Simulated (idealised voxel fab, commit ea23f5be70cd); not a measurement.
Title: Process Module voxel fin reveal
Each square cell in cross-section cut measures 5 nm, and the section as a whole is 255 nm wide.
How to read a cross-section here: the picture is a grid of square cells, written as bands going from the top down, and any band can span one or more rows of cells.
Per band: top height and bottom height in nm, followed by the left-to-right materials and their widths in nm; "throughout" marks a single material spanning edge to edge, "air" marks empty space.
Measure heights from 0. That's the level where, below it, the as-received wafer is all one material. The lowest band is bottomless and extends downward; write it as in "0 nm and below".
Read "30->40" as a graded width: first number on top, second number at the bottom, same change between each pair of neighbouring rows.
It should be understood that the words "remained unchanged", when stated for a given step, signify that the cross-section underwent no change in any of its cells during that step.
What "Voids lacking openings" gives you is every empty space of 8 cells or more that is cut off from the top. Each appears as width x height at distance, with the distance taken from the left edge and width, height and distance all in nm.
Post-settings text on a step line: simulator's own remark regarding the step.
"overlay nm" on a masked step: distance the mask lay right of its planned place, negative for left.

List of planned process steps:
1 RECEIVE [material Si]
2 CONFORMAL_DEP [material SiN] [thk nm 5]
3 DIRECTIONAL_DEP [material aC] [thk nm 10]
4 PATTERN [tone cover] [mask id FINS] [material resist] [width nm 15] [pitch nm 35] [thk nm 25] [overlay nm 0]
5 DIRECTIONAL_ETCH [etch materials aC] [depth nm 10]
6 STRIP [etch materials resist]
7 DIRECTIONAL_ETCH [etch materials SiN] [depth nm 5]
8 DIRECTIONAL_ETCH [etch materials Si] [depth nm 30]
9 STRIP [etch materials aC]
10 FILL_DEP [material SiO2] [thk nm 15]
11 CMP [height nm 5]
12 SELECTIVE_ETCH [etch materials SiO2] [depth nm 15]
13 STRIP [etch materials SiN]
14 CONFORMAL_DEP [material HfO2] [thk nm 5]

Cross-section of the wafer upon arrival, representing the state reached after step 1:
- 0 nm and below  Si throughout
- Voids lacking openings: none

Here's the cross-section of the first of our two wafers at the end of the module - it ran as planned:
- 5 nm to 0 nm  air=80  HfO2=25  air=10  HfO2=25  air=10  HfO2=25  air=80
- 0 nm to -5 nm  air=80  HfO2=5  Si=15  HfO2=5  air=10  HfO2=5  Si=15  HfO2=5  air=10  HfO2=5  Si=15  HfO2=5  air=80
- -5 nm to -10 nm  HfO2=85  Si=15  HfO2=20  Si=15  HfO2=20  Si=15  HfO2=85
- -10 nm to -30 nm  SiO2=85  Si=15  SiO2=20  Si=15  SiO2=20  Si=15  SiO2=85
- -30 nm and below  Si throughout
- Voids lacking openings: none

Cross-sectional view of the second of two wafers upon completion of the module. This wafer shared its starting condition and process plan with the first; one error was made during its execution:
- 5 nm to 0 nm  air=75  HfO2=25  air=10  HfO2=25  air=10  HfO2=25  air=85
- 0 nm to -5 nm  air=75  HfO2=5  Si=15  HfO2=5  air=10  HfO2=5  Si=15  HfO2=5  air=10  HfO2=5  Si=15  HfO2=5  air=85
- -5 nm to -10 nm  HfO2=80  Si=15  HfO2=20  Si=15  HfO2=20  Si=15  HfO2=90
- -10 nm to -30 nm  SiO2=80  Si=15  SiO2=20  Si=15  SiO2=20  Si=15  SiO2=90
- -30 nm and below  Si throughout
- Voids lacking openings: none
Heads up, the wafer didn't run the way we planned it: step 4 did not use the planned setting and instead ran as PATTERN [tone cover] [mask id FINS] [material resist] [width nm 15] [pitch nm 35] [thk nm 25] [overlay nm -5]
Heads up: at the end the two wafers have identical cell counts per material, they're just laid out differently.
